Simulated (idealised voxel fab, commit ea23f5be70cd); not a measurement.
The following process module bears the name voxel transistor to metal.
The cross-section on display is named cut; it measures 215 nm wide, and its cells are 5 nm squares.
Cross-section spec: square-cell grid; bands listed top down; each band is one or more rows.
A band entry consists of two parts. The first gives the height of the band's top and the height of its bottom, in nm. The rest lists the band's materials from left to right, each with its width in nm. A single material labelled with the word "throughout" fills the band from edge to edge, and the word "blank" marks empty space.
Note: height 0 marks the level under which the wafer is uniformly one material as received. Lowest band unbounded below, written "0 nm and below".
So if you see something like "30..40" for the width, read it as the top row of the band sitting at the first number and the bottom row at the second, with every row in between moving by the same amount as the last.
A step reported as "left unchanged" is a step in which no cell of the cross-section changed.
This entry, "Completely enclosed voids", enumerates those empty regions of no fewer than 8 cells that possess no open connection to the top. Each region is reported in the form width x height at distance, the distance being taken from the left edge, with all three quantities expressed in nm.
The remark found on a step's line after its settings is issued by the simulator itself and pertains to that step.
For masked steps, "overlay nm" on the step line gives how far right of plan the mask actually lay; a minus sign means it lay to the left.
Below you will find pairs of cross-sections. In each, one shows the wafer before one process step and the other after it, with the after view ending at the lowest band that changed. Under each pair is the step separating them, along with its settings. Do not assume the pairs form a chain: they can come from different runs of this module on the same starting wafer, and a pair continues from the pair above it only when its "Structure before processing" entry says so.
[Structure before processing]
  50 nm to 40 nm: lowk throughout
  40 nm to 25 nm: 55 lowk / 20 W / 65 lowk / 20 W / 55 lowk
  25 nm to 20 nm: 55 lowk / 20 TiN / 65 lowk / 20 TiN / 55 lowk
  20 nm to 10 nm: 60 SiO2 / 5 TiN / 5 Ru / 5 TiN / 70 SiO2 / 5 TiN / 5 Ru / 5 TiN / 55 SiO2
  10 nm to 0 nm: 60 SiO2 / 5 TiN / 5 Ru / 5 TiN / 10 SiN / 5 HfO2 / 5 TiN / 25 W / 5 TiN / 5 HfO2 / 10 SiN / 5 SiO2 / 5 TiN / 5 Ru / 5 TiN / 55 SiO2
  0 nm to -5 nm: 60 SiO2 / 15 TiN / 10 SiN / 5 HfO2 / 35 TiN / 5 HfO2 / 10 SiN / 5 SiO2 / 5 TiN / 5 Ru / 5 TiN / 55 SiO2
  -5 nm to -10 nm: 60 SiO2 / 10 TiN / 5 pSi / 10 SiO2 / 45 HfO2 / 10 SiO2 / 5 pSi / 15 TiN / 55 SiO2
  -10 nm to -15 nm: 45 SiO2 / 30 pSi / 65 Si / 30 pSi / 45 SiO2
  -15 nm to -25 nm: 45 SiO2 / 125 Si / 45 SiO2
  -25 nm and below: Si throughout
  Completely enclosed voids: none
[Resulting Structure]
  40 nm to 25 nm: 55 lowk / 20 W / 65 lowk / 20 W / 55 lowk
  For the remainder of the cross-section, below 25, there is no change.
  Completely enclosed voids: none
What sits between those two cross-sections? op CMP | height nm 40
Structure before processing: look at the pair above, its after cross-section is where this step starts.
[Resulting Structure]
  45 nm to 40 nm: SiCN throughout
  For the remainder of the cross-section, below 40, there is no change.
  Completely enclosed voids: none
What sits between those two cross-sections? op CONFORMAL_DEP | material SiCN | thk nm 5
[Structure before processing]
  55 nm to 40 nm: aC throughout
  40 nm to 25 nm: W throughout
  25 nm to 20 nm: TiN throughout
  20 nm to 10 nm: 55 SiO2 / 5 TiN / 10 Ru / 5 TiN / 65 SiO2 / 5 TiN / 10 Ru / 5 TiN / 55 SiO2
  10 nm to 0 nm: 55 SiO2 / 5 TiN / 10 Ru / 5 TiN / 10 SiN / 5 HfO2 / 5 TiN / 25 W / 5 TiN / 5 HfO2 / 10 SiN / 5 TiN / 10 Ru / 5 TiN / 55 SiO2
  0 nm to -5 nm: 55 SiO2 / 5 TiN / 5 Ru / 10 TiN / 10 SiN / 5 HfO2 / 35 TiN / 5 HfO2 / 10 SiN / 10 TiN / 5 Ru / 5 TiN / 55 SiO2
  -5 nm to -10 nm: 55 SiO2 / 15 TiN / 5 pSi / 10 SiO2 / 45 HfO2 / 10 SiO2 / 5 pSi / 15 TiN / 55 SiO2
  -10 nm to -15 nm: 45 SiO2 / 30 pSi / 65 Si / 30 pSi / 45 SiO2
  -15 nm to -25 nm: 45 SiO2 / 125 Si / 45 SiO2
  -25 nm and below: Si throughout
  Completely enclosed voids: none
[Resulting Structure]
  90 nm to 55 nm: 60 blank / 20 resist / 65 blank / 20 resist / 50 blank
  For the remainder of the cross-section, below 55, there is no change.
  Completely enclosed voids: none
What sits between those two cross-sections? op PATTERN | tone cover | mask id METAL_1 | material resist | width nm 20 | pitch nm 85 | thk nm 35 | overlay nm 5
Structure before processing: look at the pair above, its after cross-section is where this step starts.
[Resulting Structure]
  75 nm to 55 nm: 60 blank / 20 resist / 65 blank / 20 resist / 50 blank
  55 nm to 40 nm: 60 blank / 20 aC / 65 blank / 20 aC / 50 blank
  For the remainder of the cross-section, below 40, there is no change.
  Completely enclosed voids: none
What sits between those two cross-sections? op DIRECTIONAL_ETCH | etch materials aC | depth nm 15
Structure before processing: look at the pair above, its after cross-section is where this step starts.
[Resulting Structure]
  55 nm to 40 nm: 60 blank / 20 aC / 65 blank / 20 aC / 50 blank
  For the remainder of the cross-section, below 40, there is no change.
  Completely enclosed voids: none
What sits between those two cross-sections? op STRIP | etch materials resist
Structure before processing: look at the pair above, its after cross-section is where this step starts.
[Resulting Structure]
  55 nm to 40 nm: 60 blank / 20 aC / 65 blank / 20 aC / 50 blank
  40 nm to 25 nm: 60 blank / 20 W / 65 blank / 20 W / 50 blank
  For the remainder of the cross-section, below 25, there is no change.
  Completely enclosed voids: none
What sits between those two cross-sections? op DIRECTIONAL_ETCH | etch materials W | depth nm 15
Structure before processing: look at the pair above, its after cross-section is where this step starts.
[Resulting Structure]
  55 nm to 40 nm: 60 blank / 20 aC / 65 blank / 20 aC / 50 blank
  40 nm to 25 nm: 60 blank / 20 W / 65 blank / 20 W / 50 blank
  25 nm to 20 nm: 60 blank / 20 TiN / 65 blank / 20 TiN / 50 blank
  For the remainder of the cross-section, below 20, there is no change.
  Completely enclosed voids: none
What sits between those two cross-sections? op DIRECTIONAL_ETCH | etch materials TiN | depth nm 5
Structure before processing: look at the pair above, its after cross-section is where this step starts.
[Resulting Structure]
  40 nm to 25 nm: 60 blank / 20 W / 65 blank / 20 W / 50 blank
  For the remainder of the cross-section, below 25, there is no change.
  Completely enclosed voids: none
What sits between those two cross-sections? op STRIP | etch materials aC
Structure before processing: look at the pair above, its after cross-section is where this step starts.
[Resulting Structure]
  50 nm to 40 nm: lowk throughout
  40 nm to 25 nm: 60 lowk / 20 W / 65 lowk / 20 W / 50 lowk
  25 nm to 20 nm: 60 lowk / 20 TiN / 65 lowk / 20 TiN / 50 lowk
  For the remainder of the cross-section, below 20, there is no change.
  Completely enclosed voids: none
What sits between those two cross-sections? op FILL_DEP | material lowk | thk nm 10
Structure before processing: look at the pair above, its after cross-section is where this step starts.
[Resulting Structure]
  40 nm to 25 nm: 60 lowk / 20 W / 65 lowk / 20 W / 50 lowk
  For the remainder of the cross-section, below 25, there is no change.
  Completely enclosed voids: none
What sits between those two cross-sections? op CMP | height nm 40
Structure before processing: look at the pair above, its after cross-section is where this step starts.
[Resulting Structure]
  45 nm to 40 nm: SiCN throughout
  For the remainder of the cross-section, below 40, there is no change.
  Completely enclosed voids: none
What sits between those two cross-sections? op CONFORMAL_DEP | material SiCN | thk nm 5
[Structure before processing]
  25 nm to 20 nm: TiN throughout
  20 nm to 10 nm: 55 SiO2 / 5 TiN / 10 Ru / 5 TiN / 65 SiO2 / 5 TiN / 10 Ru / 5 TiN / 55 SiO2
  10 nm to 0 nm: 55 SiO2 / 5 TiN / 10 Ru / 5 TiN / 10 SiN / 5 HfO2 / 5 TiN / 25 W / 5 TiN / 5 HfO2 / 10 SiN / 5 TiN / 10 Ru / 5 TiN / 55 SiO2
  0 nm to -5 nm: 55 SiO2 / 5 TiN / 5 Ru / 10 TiN / 10 SiN / 5 HfO2 / 35 TiN / 5 HfO2 / 10 SiN / 10 TiN / 5 Ru / 5 TiN / 55 SiO2
  -5 nm to -10 nm: 55 SiO2 / 15 TiN / 5 pSi / 10 SiO2 / 45 HfO2 / 10 SiO2 / 5 pSi / 15 TiN / 55 SiO2
  -10 nm to -15 nm: 45 SiO2 / 30 pSi / 65 Si / 30 pSi / 45 SiO2
  -15 nm to -25 nm: 45 SiO2 / 125 Si / 45 SiO2
  -25 nm and below: Si throughout
  Completely enclosed voids: none
[Resulting Structure]
  40 nm to 25 nm: lowk throughout
  For the remainder of the cross-section, below 25, there is no change.
  Completely enclosed voids: none
What sits between those two cross-sections? op DIRECTIONAL_DEP | material lowk | thk nm 15
Structure before processing: look at the pair above, its after cross-section is where this step starts.
[Resulting Structure]
  55 nm to 40 nm: aC throughout
  For the remainder of the cross-section, below 40, there is no change.
  Completely enclosed voids: none
What sits between those two cross-sections? op DIRECTIONAL_DEP | material aC | thk nm 15
Structure before processing: look at the pair above, its after cross-section is where this step starts.
[Resulting Structure]
  90 nm to 55 nm: 55 blank / 20 resist / 65 blank / 20 resist / 55 blank
  For the remainder of the cross-section, below 55, there is no change.
  Completely enclosed voids: none
What sits between those two cross-sections? op PATTERN | tone cover | mask id METAL_1 | material resist | width nm 20 | pitch nm 85 | thk nm 35 | overlay nm 0
Structure before processing: look at the pair above, its after cross-section is where this step starts.
[Resulting Structure]
  75 nm to 55 nm: 55 blank / 20 resist / 65 blank / 20 resist / 55 blank
  55 nm to 40 nm: 55 blank / 20 aC / 65 blank / 20 aC / 55 blank
  For the remainder of the cross-section, below 40, there is no change.
  Completely enclosed voids: none
What sits between those two cross-sections? op DIRECTIONAL_ETCH | etch materials aC | depth nm 15
Structure before processing: look at the pair above, its after cross-section is where this step starts.
[Resulting Structure]
  55 nm to 40 nm: 55 blank / 20 aC / 65 blank / 20 aC / 55 blank
  For the remainder of the cross-section, below 40, there is no change.
  Completely enclosed voids: none
What sits between those two cross-sections? op STRIP | etch materials resist
Structure before processing: look at the pair above, its after cross-section is where this step starts.
[Resulting Structure]
  40 nm to 25 nm: lowk throughout
  For the remainder of the cross-section, below 25, there is no change.
  Completely enclosed voids: none
What sits between those two cross-sections? op STRIP | etch materials aC
Structure before processing: look at the pair above, its after cross-section is where this step starts.
[Resulting Structure]
  50 nm to 25 nm: lowk throughout
  For the remainder of the cross-section, below 25, there is no change.
  Completely enclosed voids: none
What sits between those two cross-sections? op FILL_DEP | material lowk | thk nm 10
Structure before processing: look at the pair above, its after cross-section is where this step starts.
[Resulting Structure]
  40 nm to 25 nm: lowk throughout
  For the remainder of the cross-section, below 25, there is no change.
  Completely enclosed voids: none
What sits between those two cross-sections? op CMP | height nm 40
Structure before processing: look at the pair above, its after cross-section is where this step starts.
[Resulting Structure]
  45 nm to 40 nm: SiCN throughout
  For the remainder of the cross-section, below 40, there is no change.
  Completely enclosed voids: none
What sits between those two cross-sections? op CONFORMAL_DEP | material SiCN | thk nm 5
[Structure before processing]
  55 nm to 40 nm: aC throughout
  40 nm to 25 nm: W throughout
  25 nm to 20 nm: TiN throughout
  20 nm to 10 nm: 55 SiO2 / 5 TiN / 10 Ru / 5 TiN / 65 SiO2 / 5 TiN / 10 Ru / 5 TiN / 55 SiO2
  10 nm to 0 nm: 55 SiO2 / 5 TiN / 10 Ru / 5 TiN / 10 SiN / 5 HfO2 / 5 TiN / 25 W / 5 TiN / 5 HfO2 / 10 SiN / 5 TiN / 10 Ru / 5 TiN / 55 SiO2
  0 nm to -5 nm: 55 SiO2 / 5 TiN / 5 Ru / 10 TiN / 10 SiN / 5 HfO2 / 35 TiN / 5 HfO2 / 10 SiN / 10 TiN / 5 Ru / 5 TiN / 55 SiO2
  -5 nm to -10 nm: 55 SiO2 / 15 TiN / 5 pSi / 10 SiO2 / 45 HfO2 / 10 SiO2 / 5 pSi / 15 TiN / 55 SiO2
  -10 nm to -15 nm: 45 SiO2 / 30 pSi / 65 Si / 30 pSi / 45 SiO2
  -15 nm to -25 nm: 45 SiO2 / 125 Si / 45 SiO2
  -25 nm and below: Si throughout
  Completely enclosed voids: none
[Resulting Structure]
  90 nm to 55 nm: 55 resist / 20 blank / 65 resist / 20 blank / 55 resist
  For the remainder of the cross-section, below 55, there is no change.
  Completely enclosed voids: none
What sits between those two cross-sections? op PATTERN | tone open | mask id METAL_1 | material resist | width nm 20 | pitch nm 85 | thk nm 35 | overlay nm 0
Structure before processing: look at the pair above, its after cross-section is where this step starts.
[Resulting Structure]
  75 nm to 55 nm: 55 resist / 20 blank / 65 resist / 20 blank / 55 resist
  55 nm to 40 nm: 55 aC / 20 blank / 65 aC / 20 blank / 55 aC
  For the remainder of the cross-section, below 40, there is no change.
  Completely enclosed voids: none
What sits between those two cross-sections? op DIRECTIONAL_ETCH | etch materials aC | depth nm 15
Structure before processing: look at the pair above, its after cross-section is where this step starts.
[Resulting Structure]
  55 nm to 40 nm: 55 aC / 20 blank / 65 aC / 20 blank / 55 aC
  For the remainder of the cross-section, below 40, there is no change.
  Completely enclosed voids: none
What sits between those two cross-sections? op STRIP | etch materials resist
Structure before processing: look at the pair above, its after cross-section is where this step starts.
[Resulting Structure]
  55 nm to 40 nm: 55 aC / 20 blank / 65 aC / 20 blank / 55 aC
  40 nm to 25 nm: 55 W / 20 blank / 65 W / 20 blank / 55 W
  For the remainder of the cross-section, below 25, there is no change.
  Completely enclosed voids: none
What sits between those two cross-sections? op DIRECTIONAL_ETCH | etch materials W | depth nm 15
Structure before processing: look at the pair above, its after cross-section is where this step starts.
[Resulting Structure]
  55 nm to 40 nm: 55 aC / 20 blank / 65 aC / 20 blank / 55 aC
  40 nm to 25 nm: 55 W / 20 blank / 65 W / 20 blank / 55 W
  25 nm to 20 nm: 55 TiN / 20 blank / 65 TiN / 20 blank / 55 TiN
  For the remainder of the cross-section, below 20, there is no change.
  Completely enclosed voids: none
What sits between those two cross-sections? op DIRECTIONAL_ETCH | etch materials TiN | depth nm 5
Structure before processing: look at the pair above, its after cross-section is where this step starts.
[Resulting Structure]
  40 nm to 25 nm: 55 W / 20 blank / 65 W / 20 blank / 55 W
  For the remainder of the cross-section, below 25, there is no change.
  Completely enclosed voids: none
What sits between those two cross-sections? op STRIP | etch materials aC
Structure before processing: look at the pair above, its after cross-section is where this step starts.
[Resulting Structure]
  50 nm to 40 nm: lowk throughout
  40 nm to 25 nm: 55 W / 20 lowk / 65 W / 20 lowk / 55 W
  25 nm to 20 nm: 55 TiN / 20 lowk / 65 TiN / 20 lowk / 55 TiN
  For the remainder of the cross-section, below 20, there is no change.
  Completely enclosed voids: none
What sits between those two cross-sections? op FILL_DEP | material lowk | thk nm 10
Structure before processing: look at the pair above, its after cross-section is where this step starts.
[Resulting Structure]
  40 nm to 25 nm: 55 W / 20 lowk / 65 W / 20 lowk / 55 W
  For the remainder of the cross-section, below 25, there is no change.
  Completely enclosed voids: none
What sits between those two cross-sections? op CMP | height nm 40
Structure before processing: look at the pair above, its after cross-section is where this step starts.
[Resulting Structure]
  45 nm to 40 nm: SiCN throughout
  For the remainder of the cross-section, below 40, there is no change.
  Completely enclosed voids: none
What sits between those two cross-sections? op CONFORMAL_DEP | material SiCN | thk nm 5
